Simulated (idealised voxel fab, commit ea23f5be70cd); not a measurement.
process module | voxel local oxidation
cross-section cut | 285 nm wide | cells 5 nm
A cross-section is a grid of square cells, given in bands from the top down. A band is one or more rows of cells.
Each band's line starts with the height of the band's top and of its bottom, in nm. Then come its materials from left to right, each with its width in nm. One material with "throughout" fills the band from edge to edge. "air" is empty space.
Height 0 is the level under which the wafer as received is all one material. The lowest band goes on downwards, as in "0 down".
A width such as "30 to 40" changes by the same amount from each row of cells to the next, from the band's top row to its bottom row.
"no change" after a step means that no cell of the cross-section changed.
closed voids: empty space of 8 cells or more with no open way to the top, each as width x height at its distance from the left edge, in nm
after a step's settings: what the simulator itself notes on the step
overlay nm, on a step with a mask: how far to the right of its planned place the mask lay; to the left if negative
plan
1 op RECEIVE | material Si
2 op OXIDIZE | depth nm 5
3 op CONFORMAL_DEP | material SiN | thk nm 10
4 op DIRECTIONAL_DEP | material aC | thk nm 10
5 op PATTERN | tone cover | mask id ACTIVE | material resist | width nm 100 | thk nm 25 | overlay nm 0
6 op DIRECTIONAL_ETCH | etch materials aC | depth nm 10
7 op STRIP | etch materials resist
8 op DIRECTIONAL_ETCH | etch materials SiN | depth nm 10
9 op STRIP | etch materials aC
10 op SELECTIVE_ETCH | etch materials SiO2 | depth nm 5
11 op OXIDIZE | depth nm 10
12 op STRIP | etch materials SiN
as received, after step 1
  0 down: Si throughout
  closed voids: none
first wafer at the end, as planned
  0 to -5: air 95 | SiO2 90 | air 100
  -5 to -15: SiO2 105 | Si 70 | SiO2 110
  -15 down: Si throughout
  closed voids: none
second wafer at the end: like start, like plan, one mistake
  0 to -5: air 100 | SiO2 90 | air 95
  -5 to -15: SiO2 110 | Si 70 | SiO2 105
  -15 down: Si throughout
  closed voids: none
what went wrong: step 5 ran as: op PATTERN | tone cover | mask id ACTIVE | material resist | width nm 100 | thk nm 25 | overlay nm 5
at the end the second wafer has, in cells: as many of each material as the first, in other places
